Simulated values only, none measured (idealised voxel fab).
Herein follows the process module entitled voxel transistor to metal.
FYI the section here is cut, 250 nm wide, cells are 5 nm squares.
Cross-section = grid of square cells, listed top down in bands; band = one or more rows.
The entry gives the band's vertical extent as a top height and a bottom height in nm, then its horizontal make-up as materials from left to right, each with a width in nm. "empty" stands for empty space; a single material marked "full width" fills the band edge to edge.
The reference from which all heights are counted is 0, the level beneath which the as-received wafer is entirely one material; the lowest band, having no lower bound, proceeds downward and is written after the example "0 down".
A width given as "30 to 40" starts at the first number in the band's top row and ends at the second number in its bottom row, shifting by an equal amount at every step from row to row.
"everything unchanged" for a step: no cell of the cross-section changed in that step.
Enclosed voids (no open way to top), threshold 8 cells or more, entry "Enclosed void entries", notation width x height at distance, distance from left edge, nm.
Text after the settings on a step's line: the simulator's own remark on that step.
A step's line can hold "overlay nm"; with a mask on that step, the setting says how far right of the planned place the mask lay, while a negative setting says it lay to the left.
The steps planned for the process are as follows:
| 1 | RECEIVE: material Si |
| 2 | CONFORMAL_DEP: material SiO2, thk nm 5 |
| 3 | CONFORMAL_DEP: material SiN, thk nm 10 |
| 4 | PATTERN: tone cover, mask id ACTIVE, material resist, width nm 95, pitch nm 125, thk nm 15, overlay nm 0 |
| 5 | DIRECTIONAL_ETCH: etch materials SiN, depth nm 10 |
| 6 | DIRECTIONAL_ETCH: etch materials SiO2, depth nm 5 |
| 7 | DIRECTIONAL_ETCH: etch materials Si, depth nm 25 |
| 8 | STRIP: etch materials resist |
| 9 | FILL_DEP: material SiO2, thk nm 5 |
| 10 | CMP: height nm 15 |
| 11 | SELECTIVE_ETCH: etch materials SiO2, depth nm 5 |
| 12 | STRIP: etch materials SiN |
| 13 | SELECTIVE_ETCH: etch materials SiO2, depth nm 5 |
| 14 | OXIDIZE: depth nm 5 |
| 15 | DIRECTIONAL_DEP: material polySi, thk nm 25 |
| 16 | DIRECTIONAL_DEP: material SiCN, thk nm 15 |
| 17 | PATTERN: tone cover, mask id GATE, material resist, width nm 25, pitch nm 125, thk nm 20, overlay nm 0 |
| 18 | DIRECTIONAL_ETCH: etch materials SiCN, depth nm 25 |
| 19 | DIRECTIONAL_ETCH: etch materials polySi, depth nm 35 |
| 20 | STRIP: etch materials resist |
| 21 | CONFORMAL_DEP: material SiO2, thk nm 5 |
| 22 | DIRECTIONAL_ETCH: etch materials SiO2, depth nm 5 |
| 23 | CONFORMAL_DEP: material SiN, thk nm 10 |
| 24 | DIRECTIONAL_ETCH: etch materials SiN, depth nm 10 |
| 25 | DIRECTIONAL_ETCH: etch materials SiO2, depth nm 5 |
| 26 | DIRECTIONAL_ETCH: etch materials Si, depth nm 5 |
| 27 | EPI: material pSi, thk nm 10 |
| 28 | FILL_DEP: material SiO2, thk nm 10 |
| 29 | CMP: height nm 40 |
| 30 | DIRECTIONAL_DEP: material SiO2, thk nm 15 |
| 31 | DIRECTIONAL_DEP: material aC, thk nm 10 |
| 32 | PATTERN: tone open, mask id CONTACT, material resist, width nm 25, thk nm 25, overlay nm -5 |
| 33 | DIRECTIONAL_ETCH: etch materials aC, depth nm 10 |
| 34 | STRIP: etch materials resist |
| 35 | DIRECTIONAL_ETCH: etch materials SiO2, depth nm 50 |
| 36 | STRIP: etch materials aC |
| 37 | CONFORMAL_DEP: material TiN, thk nm 5 |
| 38 | FILL_DEP: material Ru, thk nm 5 |
| 39 | CMP: height nm 55 |
| 40 | DIRECTIONAL_DEP: material TiN, thk nm 5 |
| 41 | DIRECTIONAL_DEP: material Ru, thk nm 25 |
| 42 | MASKED_ETCH: tone cover, mask id METAL_1, width nm 15, etch materials Ru, depth nm 25, overlay nm 0 |
| 43 | MASKED_ETCH: tone cover, mask id METAL_1, width nm 15, etch materials TiN, depth nm 5, overlay nm 0 |
| 44 | CONFORMAL_DEP: material SiN, thk nm 5 |
| 45 | FILL_DEP: material lowk, thk nm 10 |
| 46 | CMP: height nm 85 |
| 47 | CONFORMAL_DEP: material SiCN, thk nm 5 |
| 48 | DIRECTIONAL_DEP: material lowk, thk nm 30 |
| 49 | MASKED_ETCH: tone open, mask id METAL_2, width nm 15, pitch nm 125, etch materials lowk, depth nm 20, overlay nm 0 |
| 50 | DIRECTIONAL_DEP: material aC, thk nm 15 |
| 51 | PATTERN: tone open, mask id METAL_2_HOLES, material resist, width nm 15, pitch nm 125, thk nm 30, overlay nm 0 |
| 52 | DIRECTIONAL_ETCH: etch materials aC, depth nm 15 |
| 53 | STRIP: etch materials resist |
| 54 | DIRECTIONAL_ETCH: etch materials lowk, depth nm 10 |
| 55 | DIRECTIONAL_ETCH: etch materials SiCN, depth nm 5 |
| 56 | STRIP: etch materials aC |
| 57 | CONFORMAL_DEP: material TiN, thk nm 5 |
| 58 | FILL_DEP: material Ru, thk nm 5 |
| 59 | CMP: height nm 120 |
| 60 | CONFORMAL_DEP: material SiN, thk nm 5 |
The wafers in this document start out alike and differ in the overlay nm applied at step 32; the plan shows the value used for the first wafer.
Sectional view: first of several wafers, as received, after step 1:
- 0 down: Si full width
- Enclosed void entries: none
For your reference, the table is organized with a row per wafer; each row reflects the wafer at the end of the module, indicating for each material the cells gained (+) or lost (-) since receipt, and thereafter its closed voids:
overlay nm -5; +124 Ru; -106 Si; +74 SiCN; +200 SiN; +322 SiO2; +148 TiN; +414 lowk; +24 pSi; +50 polySi; Enclosed void entries: none
overlay nm 0; +124 Ru; -106 Si; +74 SiCN; +200 SiN; +336 SiO2; +134 TiN; +414 lowk; +24 pSi; +50 polySi; Enclosed void entries: none
overlay nm 5; +124 Ru; -106 Si; +74 SiCN; +200 SiN; +322 SiO2; +148 TiN; +414 lowk; +24 pSi; +50 polySi; Enclosed void entries: none
